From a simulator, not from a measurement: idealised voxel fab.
The following process module bears the name voxel transistor to metal.
cross-section cut | 210 nm wide | cells 5 nm
Throughout this document, each cross-section is represented as a grid of square cells and is presented as a sequence of bands enumerated from the top downward, where a band comprises one or more rows of cells. It is stipulated that each band's entry specify, in nanometres, the height of the top of the band and then that of its bottom, followed by the materials of the band in left-to-right sequence, each together with its width in nanometres. A single material marked by the word "throughout" is understood to fill the band from edge to edge; the word "empty" is understood to denote empty space. Measure heights from 0. That's the level where, below it, the as-received wafer is all one material. The lowest band is bottomless and extends downward; write it as in "0..down". Read "30..40" as a graded width: first number on top, second number at the bottom, same change between each pair of neighbouring rows. "nothing was modified" for a step: no cell of the cross-section changed in that step. Voids not open to the top, 8 cells minimum: see "Closed void entries". Written width x height at distance; distance is from the left edge; nm. If you see something after the settings on a step's line, that's the simulator's own remark about that step. The line of a step may include "overlay nm". On a step with a mask, this value is how far to the right of its planned place the mask lay. A negative value means the mask lay to the left.

### Here's what the planned process steps look like
1: RECEIVE (material Si)
2: CONFORMAL_DEP (material SiO2; thk nm 5)
3: CONFORMAL_DEP (material SiN; thk nm 10)
4: DIRECTIONAL_DEP (material aC; thk nm 10)
5: PATTERN (tone cover; mask id ACTIVE; material resist; width nm 125; thk nm 30; overlay nm 0)
6: DIRECTIONAL_ETCH (etch materials aC; depth nm 10)
7: STRIP (etch materials resist)
8: DIRECTIONAL_ETCH (etch materials SiN; depth nm 10)
9: DIRECTIONAL_ETCH (etch materials SiO2; depth nm 5)
10: DIRECTIONAL_ETCH (etch materials Si; depth nm 25)
11: STRIP (etch materials aC)
12: OXIDIZE (depth nm 5)
13: FILL_DEP (material SiO2; thk nm 15)
14: CMP (height nm 15)
15: SELECTIVE_ETCH (etch materials SiO2; depth nm 5)
16: STRIP (etch materials SiN)
17: SELECTIVE_ETCH (etch materials SiO2; depth nm 5)
18: OXIDIZE (depth nm 5)
19: DIRECTIONAL_DEP (material polySi; thk nm 20)
20: DIRECTIONAL_DEP (material SiCN; thk nm 15)
21: DIRECTIONAL_DEP (material aC; thk nm 10)
22: PATTERN (tone cover; mask id GATE; material resist; width nm 35; thk nm 25; overlay nm 0)
23: DIRECTIONAL_ETCH (etch materials aC; depth nm 10)
24: STRIP (etch materials resist)
25: DIRECTIONAL_ETCH (etch materials SiCN; depth nm 25)
26: DIRECTIONAL_ETCH (etch materials polySi; depth nm 30)
27: STRIP (etch materials aC)
28: CONFORMAL_DEP (material SiO2; thk nm 5)
29: DIRECTIONAL_ETCH (etch materials SiO2; depth nm 5)
30: CONFORMAL_DEP (material SiN; thk nm 5)
31: DIRECTIONAL_ETCH (etch materials SiN; depth nm 5)
32: DIRECTIONAL_ETCH (etch materials SiO2; depth nm 5)
33: EPI (material pSi; thk nm 5)
34: FILL_DEP (material SiO2; thk nm 10)
35: CMP (height nm 20)
36: STRIP (etch materials polySi)
37: SELECTIVE_ETCH (etch materials SiO2; depth nm 5)
38: CONFORMAL_DEP (material HfO2; thk nm 5)
39: CONFORMAL_DEP (material TiN; thk nm 5)
40: FILL_DEP (material W; thk nm 10)
41: CMP (height nm 15)
42: DIRECTIONAL_DEP (material SiO2; thk nm 15)
43: MASKED_ETCH (tone open; mask id CONTACT; width nm 20; pitch nm 95; etch materials SiO2; depth nm 30; overlay nm 0)
44: CONFORMAL_DEP (material TiN; thk nm 5)
45: FILL_DEP (material W; thk nm 10)
46: CMP (height nm 30)
47: CONFORMAL_DEP (material SiN; thk nm 5)
48: DIRECTIONAL_DEP (material SiO2; thk nm 15)
49: PATTERN (tone open; mask id METAL_1; material resist; width nm 20; pitch nm 95; thk nm 20; overlay nm 0)
50: DIRECTIONAL_ETCH (etch materials SiO2; depth nm 15)
51: DIRECTIONAL_ETCH (etch materials SiN; depth nm 5)
52: STRIP (etch materials resist)
53: CONFORMAL_DEP (material TiN; thk nm 5)
54: FILL_DEP (material Cu; thk nm 10)
55: CMP (height nm 50)
56: EPI (material Ru; thk nm 5)
57: FILL_DEP (material SiCN; thk nm 5)
For clarity, it should be stated that the wafers under discussion commence in an identical condition and differ with respect to the width nm of step 5, the plan indicating the value that the first wafer had.

### The first of several wafers in cross-section, exactly as it reached us after step 1
- 0..down | Si throughout
- Closed void entries: none

### First wafer of several, cross-section, module end, after step 57 (last)
- 60..55 | SiCN throughout
- 55..50 | SiCN=40, then Ru=30, then SiCN=65, then Ru=30, then SiCN=45
- 50..35 | SiO2=45, then TiN=5, then Cu=10, then TiN=5, then SiO2=75, then TiN=5, then Cu=10, then TiN=5, then SiO2=50
- 35..30 | SiN=45, then TiN=20, then SiN=75, then TiN=20, then SiN=50
- 30..15 | SiO2=45, then TiN=5, then W=10, then TiN=5, then SiO2=75, then TiN=5, then W=10, then TiN=5, then SiO2=50
- 15..5 | SiO2=45, then TiN=5, then W=10, then TiN=5, then SiO2=10, then SiN=5, then HfO2=5, then TiN=5, then W=25, then TiN=5, then HfO2=5, then SiN=5, then SiO2=10, then TiN=5, then W=10, then TiN=5, then SiO2=50
- 5..0 | SiO2=40, then SiN=5, then TiN=20, then SiO2=10, then SiN=5, then HfO2=5, then TiN=35, then HfO2=5, then SiN=5, then SiO2=10, then TiN=20, then SiN=5, then SiO2=45
- 0..-5 | SiO2=45, then pSi=30, then SiO2=5, then HfO2=45, then SiO2=5, then pSi=30, then SiO2=50
- -5..-30 | SiO2=45, then Si=115, then SiO2=50
- -30..down | Si throughout
- Closed void entries: none

### Of the several wafers, the last: cross-section at the end of the module
- 60..55 | SiCN throughout
- 55..50 | SiCN=40, then Ru=30, then SiCN=65, then Ru=30, then SiCN=45
- 50..35 | SiO2=45, then TiN=5, then Cu=10, then TiN=5, then SiO2=75, then TiN=5, then Cu=10, then TiN=5, then SiO2=50
- 35..30 | SiN=45, then TiN=20, then SiN=75, then TiN=20, then SiN=50
- 30..15 | SiO2=45, then TiN=5, then W=10, then TiN=5, then SiO2=75, then TiN=5, then W=10, then TiN=5, then SiO2=50
- 15..5 | SiO2=45, then TiN=5, then W=10, then TiN=5, then SiO2=10, then SiN=5, then HfO2=5, then TiN=5, then W=25, then TiN=5, then HfO2=5, then SiN=5, then SiO2=10, then TiN=5, then W=10, then TiN=5, then SiO2=50
- 5..0 | SiO2=30, then SiN=5, then SiO2=10, then TiN=20, then SiO2=10, then SiN=5, then HfO2=5, then TiN=35, then HfO2=5, then SiN=5, then SiO2=10, then TiN=20, then SiO2=15, then SiN=5, then SiO2=30
- 0..-5 | SiO2=35, then pSi=40, then SiO2=5, then HfO2=45, then SiO2=5, then pSi=45, then SiO2=35
- -5..-30 | SiO2=35, then Si=140, then SiO2=35
- -30..down | Si throughout
- Closed void entries: none

### The table below has one row for each wafer; a row shows, as of the end of the module, how many cells of each material the wafer has gained, marked (+), or lost, marked (-), since it was received, and then the wafer's closed voids
width nm 125; +12 Cu; +15 HfO2; +12 Ru; -137 Si; +72 SiCN; +42 SiN; +387 SiO2; +59 TiN; +30 W; +12 pSi; Closed void entries: none
width nm 130; +12 Cu; +15 HfO2; +12 Ru; -132 Si; +72 SiCN; +42 SiN; +381 SiO2; +59 TiN; +30 W; +13 pSi; Closed void entries: none
width nm 135; +12 Cu; +15 HfO2; +12 Ru; -127 Si; +72 SiCN; +42 SiN; +375 SiO2; +59 TiN; +30 W; +14 pSi; Closed void entries: none
width nm 140; +12 Cu; +15 HfO2; +12 Ru; -122 Si; +72 SiCN; +42 SiN; +369 SiO2; +59 TiN; +30 W; +15 pSi; Closed void entries: none
width nm 145; +12 Cu; +15 HfO2; +12 Ru; -117 Si; +72 SiCN; +42 SiN; +363 SiO2; +59 TiN; +30 W; +16 pSi; Closed void entries: none
width nm 150; +12 Cu; +15 HfO2; +12 Ru; -112 Si; +72 SiCN; +42 SiN; +357 SiO2; +59 TiN; +30 W; +17 pSi; Closed void entries: none
